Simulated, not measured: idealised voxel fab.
process module | voxel wiring stack
cross-section cut | 260 nm wide | cells 5 nm
A cross-section is a grid of square cells, given in bands from the top down. A band is one or more rows of cells.
Each band's line starts with the height of the band's top and of its bottom, in nm. Then come its materials from left to right, each with its width in nm. One material with "throughout" fills the band from edge to edge. "air" is empty space.
Height 0 is the level under which the wafer as received is all one material. The lowest band goes on downwards, as in "0 down".
A width such as "30 to 40" changes by the same amount from each row of cells to the next, from the band's top row to its bottom row.
"no change" after a step means that no cell of the cross-section changed.
closed voids: empty space of 8 cells or more with no open way to the top, each as width x height at its distance from the left edge, in nm
after a step's settings: what the simulator itself notes on the step
overlay nm, on a step with a mask: how far to the right of its planned place the mask lay; to the left if negative
plan
1 op RECEIVE | material Si
2 op CONFORMAL_DEP | material SiO2 | thk nm 15
3 op DIRECTIONAL_DEP | material TiN | thk nm 5
4 op DIRECTIONAL_DEP | material W | thk nm 15
5 op DIRECTIONAL_DEP | material aC | thk nm 10
6 op PATTERN | tone cover | mask id METAL_1 | material resist | width nm 20 | pitch nm 50 | thk nm 25 | overlay nm 0
7 op DIRECTIONAL_ETCH | etch materials aC | depth nm 10
8 op STRIP | etch materials resist
9 op DIRECTIONAL_ETCH | etch materials W | depth nm 15
10 op DIRECTIONAL_ETCH | etch materials TiN | depth nm 5
11 op STRIP | etch materials aC
12 op FILL_DEP | material SiO2 | thk nm 5
13 op CMP | height nm 35
14 op CONFORMAL_DEP | material SiCN | thk nm 5
15 op DIRECTIONAL_DEP | material SiO2 | thk nm 20
16 op PATTERN | tone open | mask id PLUG_1 | material resist | width nm 15 | pitch nm 50 | thk nm 15 | overlay nm 0
17 op DIRECTIONAL_ETCH | etch materials SiO2 | depth nm 20
18 op DIRECTIONAL_ETCH | etch materials SiCN | depth nm 5
19 op STRIP | etch materials resist
20 op CONFORMAL_DEP | material TiN | thk nm 5
21 op FILL_DEP | material Cu | thk nm 10
22 op CMP | height nm 60
23 op CONFORMAL_DEP | material SiN | thk nm 5
24 op DIRECTIONAL_DEP | material lowk | thk nm 25
25 op DIRECTIONAL_DEP | material aC | thk nm 15
26 op PATTERN | tone open | mask id METAL_2 | material resist | width nm 20 | pitch nm 50 | thk nm 35 | overlay nm 0
27 op DIRECTIONAL_ETCH | etch materials aC | depth nm 15
28 op STRIP | etch materials resist
29 op DIRECTIONAL_ETCH | etch materials lowk | depth nm 25
30 op DIRECTIONAL_ETCH | etch materials SiN | depth nm 5
31 op STRIP | etch materials aC
32 op CONFORMAL_DEP | material TiN | thk nm 5
33 op FILL_DEP | material W | thk nm 10
34 op CMP | height nm 90
35 op EPI | material Ru | thk nm 5
36 op FILL_DEP | material SiCN | thk nm 5
37 op DIRECTIONAL_DEP | material lowk | thk nm 35
38 op DIRECTIONAL_DEP | material aC | thk nm 15
39 op PATTERN | tone open | mask id METAL_3 | material resist | width nm 20 | pitch nm 50 | thk nm 35 | overlay nm 0
40 op DIRECTIONAL_ETCH | etch materials aC | depth nm 15
41 op STRIP | etch materials resist
42 op DIRECTIONAL_ETCH | etch materials lowk | depth nm 20
43 op STRIP | etch materials aC
44 op DIRECTIONAL_DEP | material aC | thk nm 10
45 op PATTERN | tone open | mask id METAL_3_HOLES | material resist | width nm 15 | pitch nm 50 | thk nm 30 | overlay nm 0
46 op DIRECTIONAL_ETCH | etch materials aC | depth nm 10
47 op STRIP | etch materials resist
48 op DIRECTIONAL_ETCH | etch materials lowk | depth nm 15
49 op DIRECTIONAL_ETCH | etch materials SiCN | depth nm 5
50 op STRIP | etch materials aC
51 op CONFORMAL_DEP | material TiN | thk nm 5
52 op FILL_DEP | material Ru | thk nm 10
53 op CMP | height nm 135
54 op CONFORMAL_DEP | material SiCN | thk nm 5
55 op DIRECTIONAL_DEP | material lowk | thk nm 25
56 op PATTERN | tone open | mask id METAL_4 | material resist | width nm 20 | pitch nm 50 | thk nm 20 | overlay nm 0
57 op DIRECTIONAL_ETCH | etch materials lowk | depth nm 15
58 op STRIP | etch materials resist
59 op MASKED_ETCH | tone open | mask id METAL_4_HOLES | width nm 15 | pitch nm 50 | etch materials lowk | depth nm 10 | overlay nm 0
60 op MASKED_ETCH | tone open | mask id METAL_4_HOLES | width nm 15 | pitch nm 50 | etch materials SiCN | depth nm 5 | overlay nm 0
61 op CONFORMAL_DEP | material TiN | thk nm 5
62 op FILL_DEP | material Cu | thk nm 10
63 op CMP | height nm 165
64 op CONFORMAL_DEP | material SiN | thk nm 5
as received, after step 1
  0 down: Si throughout
  closed voids: none
a wafer at the end: this start, this plan, one mistake
  170 to 165: SiN throughout
  165 to 155: lowk 70 | TiN 5 | SiO2 10 | TiN 5 | lowk 30 | TiN 5 | SiO2 10 | TiN 5 | lowk 30 | TiN 5 | SiO2 10 | TiN 5 | lowk 70
  155 to 150: lowk 70 | TiN 5 | SiO2 5 | TiN 10 | lowk 30 | TiN 5 | SiO2 5 | TiN 10 | lowk 30 | TiN 5 | SiO2 5 | TiN 10 | lowk 70
  150 to 140: lowk 70 | TiN 5 | SiO2 5 | TiN 5 | lowk 35 | TiN 5 | SiO2 5 | TiN 5 | lowk 35 | TiN 5 | SiO2 5 | TiN 5 | lowk 75
  140 to 135: SiCN 70 | TiN 15 | SiCN 35 | TiN 15 | SiCN 35 | TiN 15 | SiCN 75
  135 to 120: lowk 70 | TiN 5 | Ru 10 | TiN 5 | lowk 30 | TiN 5 | Ru 10 | TiN 5 | lowk 30 | TiN 5 | Ru 10 | TiN 5 | lowk 70
  120 to 115: lowk 70 | TiN 5 | Ru 5 | TiN 10 | lowk 30 | TiN 5 | Ru 5 | TiN 10 | lowk 30 | TiN 5 | Ru 5 | TiN 10 | lowk 70
  115 to 100: lowk 70 | TiN 5 | Ru 5 | TiN 5 | lowk 35 | TiN 5 | Ru 5 | TiN 5 | lowk 35 | TiN 5 | Ru 5 | TiN 5 | lowk 75
  100 to 95: SiCN 70 | TiN 15 | SiCN 35 | TiN 15 | SiCN 35 | TiN 15 | SiCN 75
  95 to 90: SiCN 65 | Ru 30 | SiCN 20 | Ru 30 | SiCN 20 | Ru 30 | SiCN 65
  90 to 65: lowk 70 | TiN 5 | W 10 | TiN 5 | lowk 30 | TiN 5 | W 10 | TiN 5 | lowk 30 | TiN 5 | W 10 | TiN 5 | lowk 70
  65 to 60: SiN 70 | TiN 20 | SiN 30 | TiN 20 | SiN 30 | TiN 20 | SiN 70
  60 to 40: SiO2 70 | TiN 5 | Cu 5 | TiN 5 | SiO2 35 | TiN 5 | Cu 5 | TiN 5 | SiO2 35 | TiN 5 | Cu 5 | TiN 5 | SiO2 75
  40 to 35: SiCN 70 | TiN 15 | SiCN 35 | TiN 15 | SiCN 35 | TiN 15 | SiCN 75
  35 to 20: SiO2 70 | W 20 | SiO2 30 | W 20 | SiO2 30 | W 20 | SiO2 70
  20 to 15: SiO2 70 | TiN 20 | SiO2 30 | TiN 20 | SiO2 30 | TiN 20 | SiO2 70
  15 to 0: SiO2 throughout
  0 down: Si throughout
  closed voids: none
what went wrong: step 62 ran as: op FILL_DEP | material SiO2 | thk nm 10
